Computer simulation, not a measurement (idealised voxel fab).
process module | voxel self aligned contacts
cross-section cut | 230 nm wide | cells 5 nm
A cross-section is a grid of square cells, given in bands from the top down. A band is one or more rows of cells.
Each band's line starts with the height of the band's top and of its bottom, in nm. Then come its materials from left to right, each with its width in nm. One material with "throughout" fills the band from edge to edge. "air" is empty space.
Height 0 is the level under which the wafer as received is all one material. The lowest band goes on downwards, as in "0 down".
A width such as "30 to 40" changes by the same amount from each row of cells to the next, from the band's top row to its bottom row.
"no change" after a step means that no cell of the cross-section changed.
closed voids: empty space of 8 cells or more with no open way to the top, each as width x height at its distance from the left edge, in nm
after a step's settings: what the simulator itself notes on the step
overlay nm, on a step with a mask: how far to the right of its planned place the mask lay; to the left if negative
plan
1 op RECEIVE | material Si
2 op OXIDIZE | depth nm 5
3 op DIRECTIONAL_DEP | material polySi | thk nm 25
4 op DIRECTIONAL_DEP | material SiN | thk nm 15
5 op MASKED_ETCH | tone cover | mask id GATE | width nm 30 | pitch nm 65 | etch materials SiN | depth nm 15 | overlay nm 0
6 op MASKED_ETCH | tone cover | mask id GATE | width nm 30 | pitch nm 65 | etch materials polySi | depth nm 25 | overlay nm 0
7 op CONFORMAL_DEP | material SiN | thk nm 5
8 op DIRECTIONAL_ETCH | etch materials SiN | depth nm 5
9 op FILL_DEP | material SiO2 | thk nm 20
10 op CMP | height nm 50
11 op MASKED_ETCH | tone open | mask id CONTACT | width nm 45 | pitch nm 65 | etch materials SiO2 | depth nm 55 | overlay nm 0
12 op CONFORMAL_DEP | material TiN | thk nm 5
13 op FILL_DEP | material Ru | thk nm 5
14 op CMP | height nm 50
15 op CONFORMAL_DEP | material SiCN | thk nm 5
as received, after step 1
  0 down: Si throughout
  closed voids: none
first wafer at the end, as planned
  55 to 50: SiCN throughout
  50 to 40: SiO2 60 | TiN 5 to 15 | Ru 35 to 15 | TiN 5 to 15 | SiO2 20 | TiN 5 to 15 | Ru 35 to 15 | TiN 5 to 15 | SiO2 60
  40 to 25: SiO2 30 | SiN 40 | TiN 5 | Ru 15 | TiN 5 | SiN 40 | TiN 5 | Ru 15 | TiN 5 | SiN 40 | SiO2 30
  25 to 0: SiO2 30 | SiN 5 | polySi 30 | SiN 5 | TiN 5 | Ru 15 | TiN 5 | SiN 5 | polySi 30 | SiN 5 | TiN 5 | Ru 15 | TiN 5 | SiN 5 | polySi 30 | SiN 5 | SiO2 30
  0 to -5: SiO2 70 | TiN 25 | SiO2 40 | TiN 25 | SiO2 70
  -5 down: Si throughout
  closed voids: none
second wafer at the end: like start, like plan, one mistake
  55 to 50: SiCN throughout
  50 to 40: SiO2 60 | TiN 5 to 15 | Ru 35 to 15 | TiN 5 to 15 | SiO2 20 | TiN 5 to 15 | Ru 35 to 15 | TiN 5 to 15 | SiO2 60
  40 to 25: SiO2 30 | SiN 40 | TiN 5 | Ru 15 | TiN 5 | SiN 40 | TiN 5 | Ru 15 | TiN 5 | SiN 40 | SiO2 30
  25 to 10: SiO2 30 | SiN 5 | polySi 30 | SiN 5 | TiN 5 | Ru 15 | TiN 5 | SiN 5 | polySi 30 | SiN 5 | TiN 5 | Ru 15 | TiN 5 | SiN 5 | polySi 30 | SiN 5 | SiO2 30
  10 to 5: SiO2 30 | SiN 5 | polySi 30 | SiN 5 | TiN 25 | SiN 5 | polySi 30 | SiN 5 | TiN 25 | SiN 5 | polySi 30 | SiN 5 | SiO2 30
  5 to 0: SiN 35 | polySi 30 | SiN 35 | polySi 30 | SiN 35 | polySi 30 | SiN 35
  0 to -5: SiO2 throughout
  -5 down: Si throughout
  closed voids: none
what went wrong: steps 7 and 8 were swapped
at the end the second wafer has, in cells: 12 fewer of Ru | 22 more of SiN | 2 fewer of SiO2 | 8 fewer of TiN
